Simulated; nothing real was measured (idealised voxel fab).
You're looking at the process module voxel transistor to metal.
Section cut is 200 nm wide and gridded with 5 nm square cells.
If you're reading a cross-section in this doc, picture square cells in a grid; it comes to you as bands, top ones listed first down to the bottom, and a band can be one or more rows of cells. Basically the band line says how high the top is and how high the bottom is, in nm, and then what's in it from left to right, every material with its width in nm. Empty space shows up as "empty", and if a single material carries "everywhere" it runs the full band edge to edge. Heads up on the height convention: 0 is the point under which the incoming wafer is all one material, and the lowest band has no bottom, it just keeps going down, like "0..down". Per-row width for "30 to 40": begins at first number (top row of band), ends at second number (bottom row), increment between rows held constant. Where a step carries "no alterations made", the cross-section came out of it unchanged, cell for cell. In "Closed void register" the enclosed voids are listed, meaning empty spaces of 8 cells or larger without any opening to the top. The form is width x height at distance, distance from the left edge, units nm. Anything after a step's settings on that line? It's the simulator's own note about the step. When a step includes a mask, the "overlay nm" setting on its line states how far to the right of its planned place that mask lay, and negative values state how far to the left.
Planned process steps:
1,RECEIVE | material Si
2,OXIDIZE | depth nm 5
3,CONFORMAL_DEP | material SiN | thk nm 10
4,MASKED_ETCH | tone cover | mask id ACTIVE | width nm 110 | etch materials SiN | depth nm 10 | overlay nm 0
5,MASKED_ETCH | tone cover | mask id ACTIVE | width nm 110 | etch materials SiO2 | depth nm 5 | overlay nm 0
6,MASKED_ETCH | tone cover | mask id ACTIVE | width nm 110 | etch materials Si | depth nm 35 | overlay nm 0
7,OXIDIZE | depth nm 5
8,FILL_DEP | material SiO2 | thk nm 5
9,CMP | height nm 10
10,SELECTIVE_ETCH | etch materials SiO2 | depth nm 10
11,STRIP | etch materials SiN
12,SELECTIVE_ETCH | etch materials SiO2 | depth nm 5
13,OXIDIZE | depth nm 5
14,DIRECTIONAL_DEP | material polySi | thk nm 25
15,DIRECTIONAL_DEP | material SiCN | thk nm 15
16,DIRECTIONAL_DEP | material aC | thk nm 15
17,PATTERN | tone cover | mask id GATE | material resist | width nm 20 | thk nm 30 | overlay nm 0
18,DIRECTIONAL_ETCH | etch materials aC | depth nm 15
19,STRIP | etch materials resist
20,DIRECTIONAL_ETCH | etch materials SiCN | depth nm 25
21,DIRECTIONAL_ETCH | etch materials polySi | depth nm 35
22,STRIP | etch materials aC
23,CONFORMAL_DEP | material SiO2 | thk nm 5
24,DIRECTIONAL_ETCH | etch materials SiO2 | depth nm 5
25,CONFORMAL_DEP | material SiN | thk nm 5
26,DIRECTIONAL_ETCH | etch materials SiN | depth nm 5
27,DIRECTIONAL_ETCH | etch materials SiO2 | depth nm 5
28,DIRECTIONAL_ETCH | etch materials Si | depth nm 10
29,EPI | material nSi | thk nm 10
30,FILL_DEP | material SiO2 | thk nm 10
31,CMP | height nm 35
32,DIRECTIONAL_DEP | material SiO2 | thk nm 15
33,DIRECTIONAL_DEP | material aC | thk nm 10
34,PATTERN | tone open | mask id CONTACT | material resist | width nm 20 | pitch nm 80 | thk nm 25 | overlay nm 0
35,DIRECTIONAL_ETCH | etch materials aC | depth nm 10
36,STRIP | etch materials resist
37,DIRECTIONAL_ETCH | etch materials SiO2 | depth nm 60
38,STRIP | etch materials aC
39,CONFORMAL_DEP | material TiN | thk nm 5
40,FILL_DEP | material W | thk nm 10
41,CMP | height nm 50
42,CONFORMAL_DEP | material SiN | thk nm 5
43,DIRECTIONAL_DEP | material lowk | thk nm 25
44,MASKED_ETCH | tone open | mask id METAL_1 | width nm 20 | pitch nm 80 | etch materials lowk | depth nm 25 | overlay nm 0
45,MASKED_ETCH | tone open | mask id METAL_1 | width nm 20 | pitch nm 80 | etch materials SiN | depth nm 5 | overlay nm 0
46,CONFORMAL_DEP | material TiN | thk nm 5
47,FILL_DEP | material W | thk nm 10
48,CMP | height nm 80
49,EPI | material Ru | thk nm 5
50,FILL_DEP | material SiCN | thk nm 5
Delivered wafer in cross-section: state after step 1:
	0..down: Si everywhere
	Closed void register: none
Cross-section, first of two wafers, end of module, run as planned:
	90..85: SiCN everywhere
	85..80: 45 of SiCN  30 of Ru  50 of SiCN  30 of Ru  45 of SiCN
	80..55: 50 of lowk  5 of TiN  10 of W  5 of TiN  60 of lowk  5 of TiN  10 of W  5 of TiN  50 of lowk
	55..50: 50 of SiN  20 of TiN  60 of SiN  20 of TiN  50 of SiN
	50..35: 50 of SiO2  5 of TiN  10 of W  5 of TiN  60 of SiO2  5 of TiN  10 of W  5 of TiN  50 of SiO2
	35..20: 50 of SiO2  5 of TiN  10 of W  5 of TiN  10 of SiO2  5 of SiN  5 of SiO2  20 of SiCN  5 of SiO2  5 of SiN  10 of SiO2  5 of TiN  10 of W  5 of TiN  50 of SiO2
	20..0: 50 of SiO2  5 of TiN  10 of W  5 of TiN  10 of SiO2  5 of SiN  5 of SiO2  20 of polySi  5 of SiO2  5 of SiN  10 of SiO2  5 of TiN  10 of W  5 of TiN  50 of SiO2
	0..-5: 50 of SiO2  5 of TiN  10 of W  5 of TiN  10 of nSi  5 of SiN  5 of SiO2  20 of polySi  5 of SiO2  5 of SiN  10 of nSi  5 of TiN  10 of W  5 of TiN  50 of SiO2
	-5..-10: 50 of SiO2  20 of TiN  10 of nSi  40 of SiO2  10 of nSi  20 of TiN  50 of SiO2
	-10..-20: 50 of SiO2  30 of nSi  40 of Si  30 of nSi  50 of SiO2
	-20..-45: 50 of SiO2  100 of Si  50 of SiO2
	-45..down: Si everywhere
	Closed void register: none
Module end: cross-section of wafer two of two. Same start and process plan as the first wafer. One mistake during execution:
	90..85: SiCN everywhere
	85..80: 45 of SiCN  30 of Ru  50 of SiCN  30 of Ru  45 of SiCN
	80..55: 50 of lowk  5 of TiN  10 of W  5 of TiN  60 of lowk  5 of TiN  10 of W  5 of TiN  50 of lowk
	55..50: 50 of SiN  20 of TiN  60 of SiN  20 of TiN  50 of SiN
	50..35: 50 of SiO2  5 of TiN  10 of W  5 of TiN  60 of SiO2  5 of TiN  10 of W  5 of TiN  50 of SiO2
	35..20: 50 of SiO2  5 of TiN  10 of W  5 of TiN  10 of SiO2  5 of SiN  5 of SiO2  20 of SiCN  5 of SiO2  5 of SiN  10 of SiO2  5 of TiN  10 of W  5 of TiN  50 of SiO2
	20..10: 50 of SiO2  5 of TiN  10 of W  5 of TiN  10 of SiO2  5 of SiN  5 of SiO2  20 of polySi  5 of SiO2  5 of SiN  10 of SiO2  5 of TiN  10 of W  5 of TiN  50 of SiO2
	10..5: 50 of SiO2  20 of TiN  10 of SiO2  5 of SiN  5 of SiO2  20 of polySi  5 of SiO2  5 of SiN  10 of SiO2  20 of TiN  50 of SiO2
	5..0: 80 of SiO2  5 of SiN  5 of SiO2  20 of polySi  5 of SiO2  5 of SiN  80 of SiO2
	0..-5: 70 of SiO2  10 of nSi  5 of SiN  5 of SiO2  20 of polySi  5 of SiO2  5 of SiN  10 of nSi  70 of SiO2
	-5..-10: 70 of SiO2  10 of nSi  40 of SiO2  10 of nSi  70 of SiO2
	-10..-20: 50 of SiO2  30 of nSi  40 of Si  30 of nSi  50 of SiO2
	-20..-45: 50 of SiO2  100 of Si  50 of SiO2
	-45..down: Si everywhere
	Closed void register: none
Error vs. plan: in the plan, step 32 was performed twice
Cell-count delta at end, second wafer over first, by material: 24 more of SiO2; 12 fewer of TiN; 12 fewer of W
